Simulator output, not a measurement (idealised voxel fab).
The process module presented herein is designated voxel wiring stack.
Cross-section cut spans 275 nm and uses square cells 5 nm in size.
Cross-section layout: square cells on a grid; listed as bands, top to bottom; a band spans one or more cell rows.
Top height, bottom height, nm. Materials left to right, width each, nm. Single material + "everywhere" = fills band edge to edge. "air" = empty.
The level at which height equals 0 is the one under which the wafer, as it arrives, is entirely one material. No lower edge exists for the bottom band, which continues downward and is notated as in "z 0 and below".
You'd read "30->40" like this: the band's top row of cells is as wide as the first number, its bottom row is as wide as the second, and going down, every row changes width by the same amount as the row before did.
The designation "no alterations made", where it is given for a processing step, indicates that no cell of the cross-section was altered in the course of that step.
Listed in "Cavities, sealed": every empty space of 8 or more cells without an open way to the top. Form: width x height at distance, the distance being from the left edge, all in nm.
Where a step's line continues beyond its settings, the continuation is a remark by the simulator itself on that step.
Among the settings permitted on a step's line is "overlay nm"; applied to a step with a mask, it specifies the extent to which the mask lay to the right of its planned position, whereas a negative figure signifies a position to the left.
[Process steps foreseen in the plan]
1: RECEIVE with material Si
2: CONFORMAL_DEP with material SiO2, thk nm 15
3: DIRECTIONAL_DEP with material TiN, thk nm 5
4: DIRECTIONAL_DEP with material W, thk nm 25
5: DIRECTIONAL_DEP with material aC, thk nm 10
6: PATTERN with tone cover, mask id METAL_1, material resist, width nm 25, pitch nm 55, thk nm 30, overlay nm 0
7: DIRECTIONAL_ETCH with etch materials aC, depth nm 10
8: STRIP with etch materials resist
9: DIRECTIONAL_ETCH with etch materials W, depth nm 25
10: DIRECTIONAL_ETCH with etch materials TiN, depth nm 5
11: STRIP with etch materials aC
12: FILL_DEP with material SiO2, thk nm 5
13: CMP with height nm 45
14: CONFORMAL_DEP with material SiCN, thk nm 5
15: DIRECTIONAL_DEP with material SiO2, thk nm 15
16: DIRECTIONAL_DEP with material aC, thk nm 15
17: PATTERN with tone open, mask id PLUG_1, material resist, width nm 15, pitch nm 110, thk nm 35, overlay nm 0
18: DIRECTIONAL_ETCH with etch materials aC, depth nm 15
19: STRIP with etch materials resist
20: DIRECTIONAL_ETCH with etch materials SiO2, depth nm 15
21: DIRECTIONAL_ETCH with etch materials SiCN, depth nm 5
22: STRIP with etch materials aC
23: CONFORMAL_DEP with material TiN, thk nm 5
24: FILL_DEP with material Cu, thk nm 10
25: CMP with height nm 65
26: DIRECTIONAL_DEP with material TiN, thk nm 5
27: DIRECTIONAL_DEP with material W, thk nm 15
28: PATTERN with tone cover, mask id METAL_2, material resist, width nm 25, pitch nm 55, thk nm 20, overlay nm 0
29: DIRECTIONAL_ETCH with etch materials W, depth nm 15
30: DIRECTIONAL_ETCH with etch materials TiN, depth nm 5
31: STRIP with etch materials resist
32: CONFORMAL_DEP with material SiCN, thk nm 5
33: FILL_DEP with material SiO2, thk nm 10
34: CMP with height nm 85
35: CONFORMAL_DEP with material SiCN, thk nm 5
36: DIRECTIONAL_DEP with material SiO2, thk nm 25
37: PATTERN with tone open, mask id METAL_3, material resist, width nm 25, pitch nm 55, thk nm 20, overlay nm 0
38: DIRECTIONAL_ETCH with etch materials SiO2, depth nm 15
39: STRIP with etch materials resist
40: PATTERN with tone open, mask id METAL_3_HOLES, material resist, width nm 15, pitch nm 55, thk nm 20, overlay nm -15
41: DIRECTIONAL_ETCH with etch materials SiO2, depth nm 10
42: DIRECTIONAL_ETCH with etch materials SiCN, depth nm 5
43: STRIP with etch materials resist
44: CONFORMAL_DEP with material TiN, thk nm 5
45: FILL_DEP with material Ru, thk nm 5
46: CMP with height nm 115
47: CONFORMAL_DEP with material SiCN, thk nm 5
48: DIRECTIONAL_DEP with material lowk, thk nm 30
49: DIRECTIONAL_DEP with material aC, thk nm 15
50: PATTERN with tone open, mask id METAL_4, material resist, width nm 25, pitch nm 55, thk nm 35, overlay nm 0
51: DIRECTIONAL_ETCH with etch materials aC, depth nm 15
52: STRIP with etch materials resist
53: DIRECTIONAL_ETCH with etch materials lowk, depth nm 15
54: STRIP with etch materials aC
55: DIRECTIONAL_DEP with material aC, thk nm 10
56: PATTERN with tone open, mask id METAL_4_HOLES, material resist, width nm 15, pitch nm 55, thk nm 25, overlay nm 0
57: DIRECTIONAL_ETCH with etch materials aC, depth nm 10
58: STRIP with etch materials resist
59: DIRECTIONAL_ETCH with etch materials lowk, depth nm 15
60: DIRECTIONAL_ETCH with etch materials SiCN, depth nm 5
61: STRIP with etch materials aC
62: CONFORMAL_DEP with material TiN, thk nm 5
63: FILL_DEP with material Cu, thk nm 10
64: CMP with height nm 150
65: CONFORMAL_DEP with material SiN, thk nm 5
Keep in mind the plan's value for the overlay nm of step 40 comes from the first wafer; the wafers don't share that setting, but they do share the same starting point.
[The first of several wafers in cross-section, exactly as it reached us after step 1]
    z 0 and below | Si everywhere
    Cavities, sealed: none
[Below is a per-wafer table. In it, each row describes the wafer at the end of the module by giving, for each material, the number of cells gained (+) or lost (-) since the wafer was received, and after that the closed voids of the wafer]
overlay nm -15; +46 Cu; +36 Ru; +206 SiCN; +55 SiN; +794 SiO2; +174 TiN; +160 W; +234 lowk; Cavities, sealed: none
overlay nm -10; +46 Cu; +32 Ru; +202 SiCN; +55 SiN; +794 SiO2; +182 TiN; +160 W; +234 lowk; Cavities, sealed: none
overlay nm -5; +46 Cu; +28 Ru; +198 SiCN; +55 SiN; +794 SiO2; +190 TiN; +160 W; +234 lowk; Cavities, sealed: none
overlay nm 0; +46 Cu; +36 Ru; +194 SiCN; +55 SiN; +794 SiO2; +186 TiN; +160 W; +234 lowk; Cavities, sealed: none
overlay nm 5; +46 Cu; +36 Ru; +194 SiCN; +55 SiN; +794 SiO2; +186 TiN; +160 W; +234 lowk; Cavities, sealed: none
overlay nm 10; +46 Cu; +36 Ru; +194 SiCN; +55 SiN; +794 SiO2; +186 TiN; +160 W; +234 lowk; Cavities, sealed: none
overlay nm 15; +46 Cu; +28 Ru; +198 SiCN; +55 SiN; +794 SiO2; +190 TiN; +160 W; +234 lowk; Cavities, sealed: none
